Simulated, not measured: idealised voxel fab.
The process module presented herein is designated voxel capacitor over wiring.
We display cut, a cross-section 145 nm in width whose square cells are each 5 nm.
Cross-section = grid of square cells, listed top down in bands; band = one or more rows.
Within each band entry, the heights of the top and of the bottom of the band appear first, in that order and in nm; the materials of the band then follow from left to right, each with its corresponding width in nm. The designation "edge to edge" on a single material indicates that it fills the band from edge to edge; the designation "empty" indicates empty space.
Heights are expressed relative to 0, this being the level below which the as-received wafer comprises one material exclusively. The lowest band is unbounded in the downward direction and is denoted as in "top 0, no bottom".
With a width like "30->40", each row of cells in the band differs from the next by the same amount, the top row carrying the first number and the bottom row the second.
Given "nothing was modified" for a step, no cell of the cross-section differs between before and after that step.
Empty spaces without an open route to the top, at least 8 cells in extent, make up the entry "Voids lacking openings"; each is given as width x height at distance, where the distance is measured from the left edge, and all are in nm.
That trailing text on a step's line, after the settings, is the simulator's own remark on the step.
"overlay nm", when on a step's line for a step with a mask, measures how far to the right of its planned place the mask lay; a negative measure means to the left.
From here on the document is pairs. In a pair, the cross-section before one process step comes with the cross-section after it, and the latter goes no deeper than the lowest band that changed. What lies in between, the step and its settings, is written under the pair. A pair may be from a different run of this module on the same starting wafer than the pair above it, so it continues from that pair only where its entry headed "Prior to step" says so.
Prior to step
* top 85, bottom 70  SiO2 edge to edge
* top 70, bottom 65  SiO2=30; TiN=60; SiO2=55
* top 65, bottom 60  SiO2=30; SiN=60; SiO2=55
* top 60, bottom 55  SiO2=25; TiN=70; SiO2=50
* top 55, bottom 50  TiN=35; Cu=5; TiN=105
* top 50, bottom 30  SiO2=30; TiN=5; Cu=5; TiN=5; SiO2=100
* top 30, bottom 25  SiCN=30; TiN=15; SiCN=100
* top 25, bottom 15  SiO2=25; TiN=5; Cu=10; TiN=5; SiO2=55; TiN=5; Cu=10; TiN=5; SiO2=25
* top 15, bottom 10  SiN=25; TiN=20; SiN=55; TiN=20; SiN=25
* top 10, bottom 0  SiO2 edge to edge
* top 0, no bottom  Si edge to edge
* Voids lacking openings: none
As Processed
* top 100, bottom 85  resist=40; empty=15; resist=90
* Note: structure below 85 unchanged.
* Voids lacking openings: none
What process step lies between the two cross-sections above? PATTERN (tone open; mask id PLUG_2; material resist; width nm 15; thk nm 15; overlay nm 0)
Prior to step: this step begins from the cross-section that the pair just above shows after its step.
As Processed
* top 100, bottom 85  resist=40; empty=15; resist=90
* top 85, bottom 70  SiO2=40; empty=15; SiO2=90
* Note: structure below 70 unchanged.
* Voids lacking openings: none
What process step lies between the two cross-sections above? DIRECTIONAL_ETCH (etch materials SiO2; depth nm 15)
Prior to step: this step begins from the cross-section that the pair just above shows after its step.
As Processed
* top 85, bottom 70  SiO2=40; empty=15; SiO2=90
* Note: structure below 70 unchanged.
* Voids lacking openings: none
What process step lies between the two cross-sections above? STRIP (etch materials resist)
Prior to step: this step begins from the cross-section that the pair just above shows after its step.
As Processed
* top 90, bottom 85  TiN=45; empty=5; TiN=95
* top 85, bottom 75  SiO2=40; TiN=5; empty=5; TiN=5; SiO2=90
* top 75, bottom 65  SiO2=40->30; TiN=15->60; SiO2=90->55
* Note: structure below 65 unchanged.
* Voids lacking openings: none
What process step lies between the two cross-sections above? CONFORMAL_DEP (material TiN; thk nm 5)
Prior to step: this step begins from the cross-section that the pair just above shows after its step.
As Processed
* top 100, bottom 90  Ru edge to edge
* top 90, bottom 85  TiN=45; Ru=5; TiN=95
* top 85, bottom 75  SiO2=40; TiN=5; Ru=5; TiN=5; SiO2=90
* Note: structure below 75 unchanged.
* Voids lacking openings: none
What process step lies between the two cross-sections above? FILL_DEP (material Ru; thk nm 10)
Prior to step: this step begins from the cross-section that the pair just above shows after its step.
As Processed
* top 85, bottom 75  SiO2=40; TiN=5; Ru=5; TiN=5; SiO2=90
* Note: structure below 75 unchanged.
* Voids lacking openings: none
What process step lies between the two cross-sections above? CMP (height nm 85)
Prior to step: this step begins from the cross-section that the pair just above shows after its step.
As Processed
* top 90, bottom 85  SiN edge to edge
* Note: structure below 85 unchanged.
* Voids lacking openings: none
What process step lies between the two cross-sections above? CONFORMAL_DEP (material SiN; thk nm 5)
Prior to step
* top 70, bottom 65  empty=30; TiN=60; empty=55
* top 65, bottom 60  empty=30; SiN=60; empty=55
* top 60, bottom 55  TiN edge to edge
* top 55, bottom 35  SiO2=30; TiN=5; Cu=5; TiN=5; SiO2=100
* top 35, bottom 30  SiCN=30; TiN=15; SiCN=100
* top 30, bottom 15  SiO2=25; TiN=5; Cu=10; TiN=5; SiO2=55; TiN=5; Cu=10; TiN=5; SiO2=25
* top 15, bottom 10  SiN=25; TiN=20; SiN=55; TiN=20; SiN=25
* top 10, bottom 0  SiO2 edge to edge
* top 0, no bottom  Si edge to edge
* Voids lacking openings: none
As Processed
* top 90, bottom 70  empty=30; resist=65; empty=50
* top 70, bottom 65  empty=30; TiN=60; resist=5; empty=50
* top 65, bottom 60  empty=30; SiN=60; resist=5; empty=50
* Note: structure below 60 unchanged.
* Voids lacking openings: none
What process step lies between the two cross-sections above? PATTERN (tone cover; mask id LOWER_PLATE; material resist; width nm 65; thk nm 20; overlay nm 0)
Prior to step: this step begins from the cross-section that the pair just above shows after its step.
As Processed
* top 90, bottom 70  empty=30; resist=65; empty=50
* top 70, bottom 65  empty=30; TiN=60; resist=5; empty=50
* top 65, bottom 60  empty=30; SiN=60; resist=5; empty=50
* top 60, bottom 55  empty=30; TiN=65; empty=50
* Note: structure below 55 unchanged.
* Voids lacking openings: none
What process step lies between the two cross-sections above? DIRECTIONAL_ETCH (etch materials TiN; depth nm 5)
Prior to step: this step begins from the cross-section that the pair just above shows after its step.
As Processed
* top 70, bottom 65  empty=30; TiN=60; empty=55
* top 65, bottom 60  empty=30; SiN=60; empty=55
* Note: structure below 60 unchanged.
* Voids lacking openings: none
What process step lies between the two cross-sections above? STRIP (etch materials resist)
Prior to step: this step begins from the cross-section that the pair just above shows after its step.
As Processed
* top 90, bottom 70  SiO2 edge to edge
* top 70, bottom 65  SiO2=30; TiN=60; SiO2=55
* top 65, bottom 60  SiO2=30; SiN=60; SiO2=55
* top 60, bottom 55  SiO2=30; TiN=65; SiO2=50
* Note: structure below 55 unchanged.
* Voids lacking openings: none
What process step lies between the two cross-sections above? FILL_DEP (material SiO2; thk nm 20)
Prior to step: this step begins from the cross-section that the pair just above shows after its step.
As Processed
* top 85, bottom 70  SiO2 edge to edge
* Note: structure below 70 unchanged.
* Voids lacking openings: none
What process step lies between the two cross-sections above? CMP (height nm 85)
Prior to step: this step begins from the cross-section that the pair just above shows after its step.
As Processed
* top 100, bottom 85  resist=40; empty=15; resist=90
* Note: structure below 85 unchanged.
* Voids lacking openings: none
What process step lies between the two cross-sections above? PATTERN (tone open; mask id PLUG_2; material resist; width nm 15; thk nm 15; overlay nm 0)
Prior to step: this step begins from the cross-section that the pair just above shows after its step.
As Processed
* top 100, bottom 85  resist=40; empty=15; resist=90
* top 85, bottom 70  SiO2=40; empty=15; SiO2=90
* Note: structure below 70 unchanged.
* Voids lacking openings: none
What process step lies between the two cross-sections above? DIRECTIONAL_ETCH (etch materials SiO2; depth nm 15)
Prior to step: this step begins from the cross-section that the pair just above shows after its step.
As Processed
* top 85, bottom 70  SiO2=40; empty=15; SiO2=90
* Note: structure below 70 unchanged.
* Voids lacking openings: none
What process step lies between the two cross-sections above? STRIP (etch materials resist)
Prior to step: this step begins from the cross-section that the pair just above shows after its step.
As Processed
* top 90, bottom 85  TiN=45; empty=5; TiN=95
* top 85, bottom 75  SiO2=40; TiN=5; empty=5; TiN=5; SiO2=90
* top 75, bottom 65  SiO2=40->30; TiN=15->60; SiO2=90->55
* Note: structure below 65 unchanged.
* Voids lacking openings: none
What process step lies between the two cross-sections above? CONFORMAL_DEP (material TiN; thk nm 5)
Prior to step: this step begins from the cross-section that the pair just above shows after its step.
As Processed
* top 100, bottom 90  Ru edge to edge
* top 90, bottom 85  TiN=45; Ru=5; TiN=95
* top 85, bottom 75  SiO2=40; TiN=5; Ru=5; TiN=5; SiO2=90
* Note: structure below 75 unchanged.
* Voids lacking openings: none
What process step lies between the two cross-sections above? FILL_DEP (material Ru; thk nm 10)
Prior to step: this step begins from the cross-section that the pair just above shows after its step.
As Processed
* top 85, bottom 75  SiO2=40; TiN=5; Ru=5; TiN=5; SiO2=90
* Note: structure below 75 unchanged.
* Voids lacking openings: none
What process step lies between the two cross-sections above? CMP (height nm 85)
Prior to step: this step begins from the cross-section that the pair just above shows after its step.
As Processed
* top 90, bottom 85  SiN edge to edge
* Note: structure below 85 unchanged.
* Voids lacking openings: none
What process step lies between the two cross-sections above? CONFORMAL_DEP (material SiN; thk nm 5)
Prior to step
* top 70, bottom 65  empty=30; TiN=60; empty=55
* top 65, bottom 60  empty=30; SiN=60; empty=55
* top 60, bottom 55  TiN edge to edge
* top 55, bottom 35  SiO2=30; TiN=5; Cu=5; TiN=5; SiO2=100
* top 35, bottom 30  SiCN=30; TiN=15; SiCN=100
* top 30, bottom 15  SiO2=25; TiN=5; Cu=10; TiN=5; SiO2=55; TiN=5; Cu=10; TiN=5; SiO2=25
* top 15, bottom 10  SiN=25; TiN=20; SiN=55; TiN=20; SiN=25
* top 10, bottom 0  SiO2 edge to edge
* top 0, no bottom  Si edge to edge
* Voids lacking openings: none
As Processed
* top 90, bottom 70  empty=15; resist=70; empty=60
* top 70, bottom 65  empty=15; resist=15; TiN=60; empty=55
* top 65, bottom 60  empty=15; resist=15; SiN=60; empty=55
* Note: structure below 60 unchanged.
* Voids lacking openings: none
What process step lies between the two cross-sections above? PATTERN (tone cover; mask id LOWER_PLATE; material resist; width nm 70; thk nm 20; overlay nm -10)
Prior to step: this step begins from the cross-section that the pair just above shows after its step.
As Processed
* top 90, bottom 70  empty=15; resist=70; empty=60
* top 70, bottom 65  empty=15; resist=15; TiN=55; empty=60
* top 65, bottom 60  empty=15; resist=15; SiN=60; empty=55
* top 60, bottom 55  empty=15; TiN=75; empty=55
* Note: structure below 55 unchanged.
* Voids lacking openings: none
What process step lies between the two cross-sections above? DIRECTIONAL_ETCH (etch materials TiN; depth nm 5)
Prior to step: this step begins from the cross-section that the pair just above shows after its step.
As Processed
* top 70, bottom 65  empty=30; TiN=55; empty=60
* top 65, bottom 60  empty=30; SiN=60; empty=55
* Note: structure below 60 unchanged.
* Voids lacking openings: none
What process step lies between the two cross-sections above? STRIP (etch materials resist)
Prior to step: this step begins from the cross-section that the pair just above shows after its step.
As Processed
* top 90, bottom 70  SiO2 edge to edge
* top 70, bottom 65  SiO2=30; TiN=55; SiO2=60
* top 65, bottom 60  SiO2=30; SiN=60; SiO2=55
* top 60, bottom 55  SiO2=15; TiN=75; SiO2=55
* Note: structure below 55 unchanged.
* Voids lacking openings: none
What process step lies between the two cross-sections above? FILL_DEP (material SiO2; thk nm 20)
Prior to step: this step begins from the cross-section that the pair just above shows after its step.
As Processed
* top 85, bottom 70  SiO2 edge to edge
* Note: structure below 70 unchanged.
* Voids lacking openings: none
What process step lies between the two cross-sections above? CMP (height nm 85)
Prior to step: this step begins from the cross-section that the pair just above shows after its step.
As Processed
* top 100, bottom 85  resist=40; empty=15; resist=90
* Note: structure below 85 unchanged.
* Voids lacking openings: none
What process step lies between the two cross-sections above? PATTERN (tone open; mask id PLUG_2; material resist; width nm 15; thk nm 15; overlay nm 0)
Prior to step: this step begins from the cross-section that the pair just above shows after its step.
As Processed
* top 100, bottom 85  resist=40; empty=15; resist=90
* top 85, bottom 70  SiO2=40; empty=15; SiO2=90
* Note: structure below 70 unchanged.
* Voids lacking openings: none
What process step lies between the two cross-sections above? DIRECTIONAL_ETCH (etch materials SiO2; depth nm 15)
Prior to step: this step begins from the cross-section that the pair just above shows after its step.
As Processed
* top 85, bottom 70  SiO2=40; empty=15; SiO2=90
* Note: structure below 70 unchanged.
* Voids lacking openings: none
What process step lies between the two cross-sections above? STRIP (etch materials resist)
Prior to step: this step begins from the cross-section that the pair just above shows after its step.
As Processed
* top 90, bottom 85  TiN=45; empty=5; TiN=95
* top 85, bottom 75  SiO2=40; TiN=5; empty=5; TiN=5; SiO2=90
* top 75, bottom 65  SiO2=40->30; TiN=15->55; SiO2=90->60
* Note: structure below 65 unchanged.
* Voids lacking openings: none
What process step lies between the two cross-sections above? CONFORMAL_DEP (material TiN; thk nm 5)
Prior to step: this step begins from the cross-section that the pair just above shows after its step.
As Processed
* top 100, bottom 90  Ru edge to edge
* top 90, bottom 85  TiN=45; Ru=5; TiN=95
* top 85, bottom 75  SiO2=40; TiN=5; Ru=5; TiN=5; SiO2=90
* Note: structure below 75 unchanged.
* Voids lacking openings: none
What process step lies between the two cross-sections above? FILL_DEP (material Ru; thk nm 10)
Prior to step: this step begins from the cross-section that the pair just above shows after its step.
As Processed
* top 85, bottom 75  SiO2=40; TiN=5; Ru=5; TiN=5; SiO2=90
* Note: structure below 75 unchanged.
* Voids lacking openings: none
What process step lies between the two cross-sections above? CMP (height nm 85)
Prior to step: this step begins from the cross-section that the pair just above shows after its step.
As Processed
* top 90, bottom 85  SiN edge to edge
* Note: structure below 85 unchanged.
* Voids lacking openings: none
What process step lies between the two cross-sections above? CONFORMAL_DEP (material SiN; thk nm 5)
Prior to step
* top 90, bottom 85  TiN=45; empty=5; TiN=95
* top 85, bottom 75  SiO2=40; TiN=5; empty=5; TiN=5; SiO2=90
* top 75, bottom 65  SiO2=40->30; TiN=15->60; SiO2=90->55
* top 65, bottom 60  SiO2=30; SiN=60; SiO2=55
* top 60, bottom 55  SiO2=25; TiN=70; SiO2=50
* top 55, bottom 35  SiO2=30; TiN=5; Cu=5; TiN=5; SiO2=100
* top 35, bottom 30  SiCN=30; TiN=15; SiCN=100
* top 30, bottom 15  SiO2=25; TiN=5; Cu=10; TiN=5; SiO2=55; TiN=5; Cu=10; TiN=5; SiO2=25
* top 15, bottom 10  SiN=25; TiN=20; SiN=55; TiN=20; SiN=25
* top 10, bottom 0  SiO2 edge to edge
* top 0, no bottom  Si edge to edge
* Voids lacking openings: none
As Processed
* top 100, bottom 90  SiCN edge to edge
* top 90, bottom 85  TiN=45; SiCN=5; TiN=95
* top 85, bottom 75  SiO2=40; TiN=5; SiCN=5; TiN=5; SiO2=90
* Note: structure below 75 unchanged.
* Voids lacking openings: none
What process step lies between the two cross-sections above? FILL_DEP (material SiCN; thk nm 10)
Prior to step: this step begins from the cross-section that the pair just above shows after its step.
As Processed
* top 85, bottom 75  SiO2=40; TiN=5; SiCN=5; TiN=5; SiO2=90
* Note: structure below 75 unchanged.
* Voids lacking openings: none
What process step lies between the two cross-sections above? CMP (height nm 85)
Prior to step: this step begins from the cross-section that the pair just above shows after its step.
As Processed
* top 90, bottom 85  SiN edge to edge
* Note: structure below 85 unchanged.
* Voids lacking openings: none
What process step lies between the two cross-sections above? CONFORMAL_DEP (material SiN; thk nm 5)
Prior to step
* top 30, bottom 15  SiO2 edge to edge
* top 15, bottom 10  SiN edge to edge
* top 10, bottom 0  SiO2 edge to edge
* top 0, no bottom  Si edge to edge
* Voids lacking openings: none
As Processed
* top 45, bottom 30  empty=25; resist=20; empty=55; resist=20; empty=25
* Note: structure below 30 unchanged.
* Voids lacking openings: none
What process step lies between the two cross-sections above? PATTERN (tone cover; mask id METAL_1; material resist; width nm 20; pitch nm 75; thk nm 15; overlay nm 0)
Prior to step: this step begins from the cross-section that the pair just above shows after its step.
As Processed
* top 45, bottom 30  empty=25; resist=20; empty=55; resist=20; empty=25
* top 30, bottom 15  empty=25; SiO2=20; empty=55; SiO2=20; empty=25
* Note: structure below 15 unchanged.
* Voids lacking openings: none
What process step lies between the two cross-sections above? DIRECTIONAL_ETCH (etch materials SiO2; depth nm 15)
Prior to step: this step begins from the cross-section that the pair just above shows after its step.
As Processed
* top 45, bottom 30  empty=25; resist=20; empty=55; resist=20; empty=25
* top 30, bottom 15  empty=25; SiO2=20; empty=55; SiO2=20; empty=25
* top 15, bottom 10  empty=25; SiN=20; empty=55; SiN=20; empty=25
* Note: structure below 10 unchanged.
* Voids lacking openings: none
What process step lies between the two cross-sections above? DIRECTIONAL_ETCH (etch materials SiN; depth nm 5)
Prior to step: this step begins from the cross-section that the pair just above shows after its step.
As Processed
* top 30, bottom 15  empty=25; SiO2=20; empty=55; SiO2=20; empty=25
* Note: structure below 15 unchanged.
* Voids lacking openings: none
What process step lies between the two cross-sections above? STRIP (etch materials resist)
Prior to step: this step begins from the cross-section that the pair just above shows after its step.
As Processed
* top 35, bottom 30  empty=20; TiN=30; empty=45; TiN=30; empty=20
* top 30, bottom 15  empty=20; TiN=5; SiO2=20; TiN=5; empty=45; TiN=5; SiO2=20; TiN=5; empty=20
* top 15, bottom 10  TiN=25; SiN=20; TiN=55; SiN=20; TiN=25
* Note: structure below 10 unchanged.
* Voids lacking openings: none
What process step lies between the two cross-sections above? CONFORMAL_DEP (material TiN; thk nm 5)
Prior to step: this step begins from the cross-section that the pair just above shows after its step.
As Processed
* top 40, bottom 35  Cu edge to edge
* top 35, bottom 30  Cu=20; TiN=30; Cu=45; TiN=30; Cu=20
* top 30, bottom 15  Cu=20; TiN=5; SiO2=20; TiN=5; Cu=45; TiN=5; SiO2=20; TiN=5; Cu=20
* Note: structure below 15 unchanged.
* Voids lacking openings: none
What process step lies between the two cross-sections above? FILL_DEP (material Cu; thk nm 5)
Prior to step: this step begins from the cross-section that the pair just above shows after its step.
As Processed
* top 30, bottom 15  Cu=20; TiN=5; SiO2=20; TiN=5; Cu=45; TiN=5; SiO2=20; TiN=5; Cu=20
* Note: structure below 15 unchanged.
* Voids lacking openings: none
What process step lies between the two cross-sections above? CMP (height nm 30)
Prior to step: this step begins from the cross-section that the pair just above shows after its step.
As Processed
* top 35, bottom 30  SiCN edge to edge
* Note: structure below 30 unchanged.
* Voids lacking openings: none
What process step lies between the two cross-sections above? CONFORMAL_DEP (material SiCN; thk nm 5)
Prior to step: this step begins from the cross-section that the pair just above shows after its step.
As Processed
* top 55, bottom 35  SiO2 edge to edge
* Note: structure below 35 unchanged.
* Voids lacking openings: none
What process step lies between the two cross-sections above? DIRECTIONAL_DEP (material SiO2; thk nm 20)
Prior to step: this step begins from the cross-section that the pair just above shows after its step.
As Processed
* top 70, bottom 55  resist=30; empty=15; resist=100
* Note: structure below 55 unchanged.
* Voids lacking openings: none
What process step lies between the two cross-sections above? PATTERN (tone open; mask id PLUG_1; material resist; width nm 15; thk nm 15; overlay nm 0)
Prior to step: this step begins from the cross-section that the pair just above shows after its step.
As Processed
* top 70, bottom 55  resist=30; empty=15; resist=100
* top 55, bottom 35  SiO2=30; empty=15; SiO2=100
* Note: structure below 35 unchanged.
* Voids lacking openings: none
What process step lies between the two cross-sections above? DIRECTIONAL_ETCH (etch materials SiO2; depth nm 20)
Prior to step: this step begins from the cross-section that the pair just above shows after its step.
As Processed
* top 70, bottom 55  resist=30; empty=15; resist=100
* top 55, bottom 35  SiO2=30; empty=15; SiO2=100
* top 35, bottom 30  SiCN=30; empty=15; SiCN=100
* Note: structure below 30 unchanged.
* Voids lacking openings: none
What process step lies between the two cross-sections above? DIRECTIONAL_ETCH (etch materials SiCN; depth nm 5)
Prior to step: this step begins from the cross-section that the pair just above shows after its step.
As Processed
* top 55, bottom 35  SiO2=30; empty=15; SiO2=100
* Note: structure below 35 unchanged.
* Voids lacking openings: none
What process step lies between the two cross-sections above? STRIP (etch materials resist)
Prior to step: this step begins from the cross-section that the pair just above shows after its step.
As Processed
* top 60, bottom 55  TiN=35; empty=5; TiN=105
* top 55, bottom 35  SiO2=30; TiN=5; empty=5; TiN=5; SiO2=100
* top 35, bottom 30  SiCN=30; TiN=15; SiCN=100
* Note: structure below 30 unchanged.
* Voids lacking openings: none
What process step lies between the two cross-sections above? CONFORMAL_DEP (material TiN; thk nm 5)
Prior to step: this step begins from the cross-section that the pair just above shows after its step.
As Processed
* top 70, bottom 60  Cu edge to edge
* top 60, bottom 55  TiN=35; Cu=5; TiN=105
* top 55, bottom 35  SiO2=30; TiN=5; Cu=5; TiN=5; SiO2=100
* Note: structure below 35 unchanged.
* Voids lacking openings: none
What process step lies between the two cross-sections above? FILL_DEP (material Cu; thk nm 10)
Prior to step: this step begins from the cross-section that the pair just above shows after its step.
As Processed
* top 55, bottom 35  SiO2=30; TiN=5; Cu=5; TiN=5; SiO2=100
* Note: structure below 35 unchanged.
* Voids lacking openings: none
What process step lies between the two cross-sections above? CMP (height nm 55)
Prior to step: this step begins from the cross-section that the pair just above shows after its step.
As Processed
* top 60, bottom 55  TiN edge to edge
* Note: structure below 55 unchanged.
* Voids lacking openings: none
What process step lies between the two cross-sections above? DIRECTIONAL_DEP (material TiN; thk nm 5)
Prior to step: this step begins from the cross-section that the pair just above shows after its step.
As Processed
* top 65, bottom 60  SiN edge to edge
* Note: structure below 60 unchanged.
* Voids lacking openings: none
What process step lies between the two cross-sections above? DIRECTIONAL_DEP (material SiN; thk nm 5)
Prior to step: this step begins from the cross-section that the pair just above shows after its step.
As Processed
* top 70, bottom 65  TiN edge to edge
* Note: structure below 65 unchanged.
* Voids lacking openings: none
What process step lies between the two cross-sections above? DIRECTIONAL_DEP (material TiN; thk nm 5)
Prior to step: this step begins from the cross-section that the pair just above shows after its step.
As Processed
* top 85, bottom 70  empty=30; resist=60; empty=55
* Note: structure below 70 unchanged.
* Voids lacking openings: none
What process step lies between the two cross-sections above? PATTERN (tone cover; mask id UPPER_PLATE; material resist; width nm 60; thk nm 15; overlay nm 0)
Prior to step: this step begins from the cross-section that the pair just above shows after its step.
As Processed
* top 85, bottom 70  empty=30; resist=60; empty=55
* top 70, bottom 65  empty=30; TiN=60; empty=55
* Note: structure below 65 unchanged.
* Voids lacking openings: none
What process step lies between the two cross-sections above? DIRECTIONAL_ETCH (etch materials TiN; depth nm 5)
Prior to step: this step begins from the cross-section that the pair just above shows after its step.
As Processed
* top 85, bottom 70  empty=30; resist=60; empty=55
* top 70, bottom 65  empty=30; TiN=60; empty=55
* top 65, bottom 60  empty=30; SiN=60; empty=55
* Note: structure below 60 unchanged.
* Voids lacking openings: none
What process step lies between the two cross-sections above? DIRECTIONAL_ETCH (etch materials SiN; depth nm 5)
Prior to step: this step begins from the cross-section that the pair just above shows after its step.
As Processed
* top 70, bottom 65  empty=30; TiN=60; empty=55
* Note: structure below 65 unchanged.
* Voids lacking openings: none
What process step lies between the two cross-sections above? STRIP (etch materials resist)
Prior to step: this step begins from the cross-section that the pair just above shows after its step.
As Processed
* top 90, bottom 70  empty=25; resist=70; empty=50
* top 70, bottom 65  empty=25; resist=5; TiN=60; resist=5; empty=50
* top 65, bottom 60  empty=25; resist=5; SiN=60; resist=5; empty=50
* Note: structure below 60 unchanged.
* Voids lacking openings: none
What process step lies between the two cross-sections above? PATTERN (tone cover; mask id LOWER_PLATE; material resist; width nm 70; thk nm 20; overlay nm 0)
Prior to step: this step begins from the cross-section that the pair just above shows after its step.
As Processed
* top 90, bottom 70  empty=25; resist=70; empty=50
* top 70, bottom 65  empty=25; resist=5; TiN=60; resist=5; empty=50
* top 65, bottom 60  empty=25; resist=5; SiN=60; resist=5; empty=50
* top 60, bottom 55  empty=25; TiN=70; empty=50
* Note: structure below 55 unchanged.
* Voids lacking openings: none
What process step lies between the two cross-sections above? DIRECTIONAL_ETCH (etch materials TiN; depth nm 5)
Prior to step: this step begins from the cross-section that the pair just above shows after its step.
As Processed
* top 70, bottom 65  empty=30; TiN=60; empty=55
* top 65, bottom 60  empty=30; SiN=60; empty=55
* Note: structure below 60 unchanged.
* Voids lacking openings: none
What process step lies between the two cross-sections above? STRIP (etch materials resist)
Prior to step: this step begins from the cross-section that the pair just above shows after its step.
As Processed
* top 90, bottom 70  SiO2 edge to edge
* top 70, bottom 65  SiO2=30; TiN=60; SiO2=55
* top 65, bottom 60  SiO2=30; SiN=60; SiO2=55
* top 60, bottom 55  SiO2=25; TiN=70; SiO2=50
* Note: structure below 55 unchanged.
* Voids lacking openings: none
What process step lies between the two cross-sections above? FILL_DEP (material SiO2; thk nm 20)
Prior to step: this step begins from the cross-section that the pair just above shows after its step.
As Processed
* top 85, bottom 70  SiO2 edge to edge
* Note: structure below 70 unchanged.
* Voids lacking openings: none
What process step lies between the two cross-sections above? CMP (height nm 85)
Prior to step: this step begins from the cross-section that the pair just above shows after its step.
As Processed
* top 100, bottom 85  resist=40; empty=15; resist=90
* Note: structure below 85 unchanged.
* Voids lacking openings: none
What process step lies between the two cross-sections above? PATTERN (tone open; mask id PLUG_2; material resist; width nm 15; thk nm 15; overlay nm 0)
Prior to step: this step begins from the cross-section that the pair just above shows after its step.
As Processed
* top 100, bottom 85  resist=40; empty=15; resist=90
* top 85, bottom 70  SiO2=40; empty=15; SiO2=90
* Note: structure below 70 unchanged.
* Voids lacking openings: none
What process step lies between the two cross-sections above? DIRECTIONAL_ETCH (etch materials SiO2; depth nm 15)
Prior to step: this step begins from the cross-section that the pair just above shows after its step.
As Processed
* top 85, bottom 70  SiO2=40; empty=15; SiO2=90
* Note: structure below 70 unchanged.
* Voids lacking openings: none
What process step lies between the two cross-sections above? STRIP (etch materials resist)
Prior to step: this step begins from the cross-section that the pair just above shows after its step.
As Processed
* top 90, bottom 85  TiN=45; empty=5; TiN=95
* top 85, bottom 75  SiO2=40; TiN=5; empty=5; TiN=5; SiO2=90
* top 75, bottom 65  SiO2=40->30; TiN=15->60; SiO2=90->55
* Note: structure below 65 unchanged.
* Voids lacking openings: none
What process step lies between the two cross-sections above? CONFORMAL_DEP (material TiN; thk nm 5)
Prior to step: this step begins from the cross-section that the pair just above shows after its step.
As Processed
* top 100, bottom 90  Ru edge to edge
* top 90, bottom 85  TiN=45; Ru=5; TiN=95
* top 85, bottom 75  SiO2=40; TiN=5; Ru=5; TiN=5; SiO2=90
* Note: structure below 75 unchanged.
* Voids lacking openings: none
What process step lies between the two cross-sections above? FILL_DEP (material Ru; thk nm 10)
Prior to step: this step begins from the cross-section that the pair just above shows after its step.
As Processed
* top 85, bottom 75  SiO2=40; TiN=5; Ru=5; TiN=5; SiO2=90
* Note: structure below 75 unchanged.
* Voids lacking openings: none
What process step lies between the two cross-sections above? CMP (height nm 85)
Prior to step: this step begins from the cross-section that the pair just above shows after its step.
As Processed
* top 90, bottom 85  SiN edge to edge
* Note: structure below 85 unchanged.
* Voids lacking openings: none
What process step lies between the two cross-sections above? CONFORMAL_DEP (material SiN; thk nm 5)
